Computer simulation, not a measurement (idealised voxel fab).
process module | voxel air gaps
cross-section cut | 240 nm wide | cells 5 nm
A cross-section is a grid of square cells, given in bands from the top down. A band is one or more rows of cells.
Each band's line starts with the height of the band's top and of its bottom, in nm. Then come its materials from left to right, each with its width in nm. One material with "throughout" fills the band from edge to edge. "air" is empty space.
Height 0 is the level under which the wafer as received is all one material. The lowest band goes on downwards, as in "0 down".
A width such as "30 to 40" changes by the same amount from each row of cells to the next, from the band's top row to its bottom row.
"no change" after a step means that no cell of the cross-section changed.
closed voids: empty space of 8 cells or more with no open way to the top, each as width x height at its distance from the left edge, in nm
after a step's settings: what the simulator itself notes on the step
overlay nm, on a step with a mask: how far to the right of its planned place the mask lay; to the left if negative
plan
1 op RECEIVE | material Si
2 op CONFORMAL_DEP | material SiO2 | thk nm 15
3 op CONFORMAL_DEP | material SiCN | thk nm 5
4 op DIRECTIONAL_DEP | material SiO2 | thk nm 30
5 op PATTERN | tone open | mask id LINES | material resist | width nm 15 | pitch nm 45 | thk nm 20 | overlay nm 0
6 op DIRECTIONAL_ETCH | etch materials SiO2 | depth nm 30
7 op STRIP | etch materials resist
8 op CONFORMAL_DEP | material TiN | thk nm 5
9 op FILL_DEP | material W | thk nm 10
10 op CMP | height nm 50
11 op EPI | material Ru | thk nm 10
12 op SELECTIVE_ETCH | etch materials SiO2 | depth nm 40
13 op CONFORMAL_DEP | material SiCN | thk nm 5
varied across the wafers: width nm of step 5. The plan shows the first wafer's value. All wafers start alike
first wafer as received, after step 1
  0 down: Si throughout
  closed voids: none
each wafer at the end: cells of each material gained (+) or lost (-) since it was received, then its closed voids
width nm 15 | +56 Ru | +192 SiCN | +144 SiO2 | +52 TiN | +20 W | closed voids: 20 x 20 at 65; 20 x 20 at 110; 20 x 20 at 155
width nm 20 | +64 Ru | +180 SiCN | +144 SiO2 | +56 TiN | +40 W | closed voids: 15 x 20 at 65; 15 x 20 at 110; 15 x 20 at 155
width nm 25 | +72 Ru | +120 SiCN | +216 SiO2 | +60 TiN | +60 W | closed voids: none
width nm 30 | +74 Ru | +120 SiCN | +198 SiO2 | +64 TiN | +80 W | closed voids: none
